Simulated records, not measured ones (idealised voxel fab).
process module | voxel trench capacitor
cross-section cut | 295 nm wide | cells 5 nm
A cross-section is a grid of square cells, given in bands from the top down. A band is one or more rows of cells.
Each band's line starts with the height of the band's top and of its bottom, in nm. Then come its materials from left to right, each with its width in nm. One material with "throughout" fills the band from edge to edge. "air" is empty space.
Height 0 is the level under which the wafer as received is all one material. The lowest band goes on downwards, as in "0 down".
A width such as "30 to 40" changes by the same amount from each row of cells to the next, from the band's top row to its bottom row.
"no change" after a step means that no cell of the cross-section changed.
closed voids: empty space of 8 cells or more with no open way to the top, each as width x height at its distance from the left edge, in nm
after a step's settings: what the simulator itself notes on the step
overlay nm, on a step with a mask: how far to the right of its planned place the mask lay; to the left if negative
plan
1 op RECEIVE | material Si
2 op CONFORMAL_DEP | material SiN | thk nm 5
3 op MASKED_ETCH | tone open | mask id TRENCH | width nm 20 | pitch nm 50 | etch materials SiN | depth nm 5 | overlay nm 0
4 op MASKED_ETCH | tone open | mask id TRENCH | width nm 20 | pitch nm 50 | etch materials Si | depth nm 30 | overlay nm 0
5 op CONFORMAL_DEP | material SiO2 | thk nm 5
6 op FILL_DEP | material polySi | thk nm 10
7 op CMP | height nm 5
as received, after step 1
  0 down: Si throughout
  closed voids: none
first wafer at the end, as planned
  5 to 0: SiN 85 | SiO2 5 | polySi 10 | SiO2 5 | SiN 30 | SiO2 5 | polySi 10 | SiO2 5 | SiN 30 | SiO2 5 | polySi 10 | SiO2 5 | SiN 90
  0 to -25: Si 85 | SiO2 5 | polySi 10 | SiO2 5 | Si 30 | SiO2 5 | polySi 10 | SiO2 5 | Si 30 | SiO2 5 | polySi 10 | SiO2 5 | Si 90
  -25 to -30: Si 85 | SiO2 20 | Si 30 | SiO2 20 | Si 30 | SiO2 20 | Si 90
  -30 down: Si throughout
  closed voids: none
second wafer at the end: like start, like plan, one mistake
  5 to 0: SiN 90 | SiO2 5 | polySi 5 | SiO2 5 | SiN 35 | SiO2 5 | polySi 5 | SiO2 5 | SiN 35 | SiO2 5 | polySi 5 | SiO2 5 | SiN 90
  0 to -25: Si 90 | SiO2 5 | polySi 5 | SiO2 5 | Si 35 | SiO2 5 | polySi 5 | SiO2 5 | Si 35 | SiO2 5 | polySi 5 | SiO2 5 | Si 90
  -25 to -30: Si 90 | SiO2 15 | Si 35 | SiO2 15 | Si 35 | SiO2 15 | Si 90
  -30 down: Si throughout
  closed voids: none
what went wrong: step 3 ran as: op MASKED_ETCH | tone open | mask id TRENCH | width nm 15 | pitch nm 50 | etch materials SiN | depth nm 5 | overlay nm 0
at the end the second wafer has, in cells: 18 more of Si | 3 more of SiN | 3 fewer of SiO2 | 18 fewer of polySi
